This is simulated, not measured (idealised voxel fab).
Process module heading - voxel wiring stack
Displayed cross-section: cut, width of 185 nm, square cells sized 5 nm.
The cross-sections in this document take the form of a grid made of square cells. They are written out as bands, in order from top to bottom. Each band consists of one or more rows of cells. Read a band's entry like this: the first values are the height of its top and the height of its bottom in nm, and what follows is the sequence of materials from left to right, each with its width in nm. Note that "empty" is empty space, and that a single material marked "full width" reaches across the band from edge to edge. Below 0: as-received wafer, all one material; heights counted from there. Lowest band: no bottom, goes on down, written "0 -> down". The two numbers in a width such as "30->40" mark its ends across the band: the first belongs to the top row of cells, the second to the bottom row, and from each row to the next the width moves by the same amount. What does "nothing changed" mean for a step? It means no cell of the cross-section changed in that step. Empty spaces counting at least 8 cells and having no open way to the top are listed in "Enclosed void list". The notation width x height at distance is used for each, the distance being from the left edge and all three values in nm. Past the settings on a step's line: simulator remark, on that step. When a step includes a mask, the "overlay nm" setting on its line states how far to the right of its planned place that mask lay, and negative values state how far to the left.

Planned process steps
| 1 | RECEIVE with material Si |
| 2 | CONFORMAL_DEP with material SiO2, thk nm 10 |
| 3 | DIRECTIONAL_DEP with material TiN, thk nm 5 |
| 4 | DIRECTIONAL_DEP with material Ru, thk nm 25 |
| 5 | MASKED_ETCH with tone cover, mask id METAL_1, width nm 20, pitch nm 45, etch materials Ru, depth nm 25, overlay nm -15 |
| 6 | MASKED_ETCH with tone cover, mask id METAL_1, width nm 20, pitch nm 45, etch materials TiN, depth nm 5, overlay nm 0 |
| 7 | CONFORMAL_DEP with material SiCN, thk nm 5 |
| 8 | FILL_DEP with material SiO2, thk nm 10 |
| 9 | CMP with height nm 40 |
| 10 | CONFORMAL_DEP with material SiCN, thk nm 5 |
| 11 | DIRECTIONAL_DEP with material SiO2, thk nm 15 |
| 12 | MASKED_ETCH with tone open, mask id PLUG_1, width nm 15, pitch nm 45, etch materials SiO2, depth nm 15, overlay nm 0 |
| 13 | MASKED_ETCH with tone open, mask id PLUG_1, width nm 15, pitch nm 45, etch materials SiCN, depth nm 5, overlay nm 0 |
| 14 | EPI with material Ru, thk nm 10 |
| 15 | EPI with material Ru, thk nm 10 |
| 16 | DIRECTIONAL_DEP with material TiN, thk nm 5 |
| 17 | DIRECTIONAL_DEP with material Ru, thk nm 20 |
| 18 | DIRECTIONAL_DEP with material aC, thk nm 15 |
| 19 | PATTERN with tone cover, mask id METAL_2, material resist, width nm 20, pitch nm 45, thk nm 30, overlay nm 0 |
| 20 | DIRECTIONAL_ETCH with etch materials aC, depth nm 15 |
| 21 | STRIP with etch materials resist |
| 22 | DIRECTIONAL_ETCH with etch materials Ru, depth nm 20 |
| 23 | DIRECTIONAL_ETCH with etch materials TiN, depth nm 5 |
| 24 | STRIP with etch materials aC |
| 25 | FILL_DEP with material lowk, thk nm 5 |
| 26 | CMP with height nm 85 |
| 27 | CONFORMAL_DEP with material SiCN, thk nm 5 |
Across this set of wafers, the varied parameter is the overlay nm of step 5. Starting conditions are identical for every wafer, and the plan reports the value assigned to the first wafer.

As-received cross-section, first of several wafers, post step 1
* 0 -> down  Si full width
* Enclosed void list: none

Per wafer, end of module: cells gained (+) or lost (-) per material since receipt, then closed voids
overlay nm -15 | +144 Ru | +120 SiCN | +244 SiO2 | +33 TiN | +125 lowk | Enclosed void list: none
overlay nm -10 | +144 Ru | +120 SiCN | +247 SiO2 | +30 TiN | +125 lowk | Enclosed void list: none
overlay nm -5 | +144 Ru | +120 SiCN | +250 SiO2 | +27 TiN | +125 lowk | Enclosed void list: none
overlay nm 0 | +144 Ru | +120 SiCN | +253 SiO2 | +24 TiN | +125 lowk | Enclosed void list: none
overlay nm 5 | +144 Ru | +120 SiCN | +250 SiO2 | +27 TiN | +125 lowk | Enclosed void list: none
overlay nm 10 | +144 Ru | +120 SiCN | +247 SiO2 | +30 TiN | +125 lowk | Enclosed void list: none
overlay nm 15 | +108 Ru | +120 SiCN | +244 SiO2 | +33 TiN | +161 lowk | Enclosed void list: none
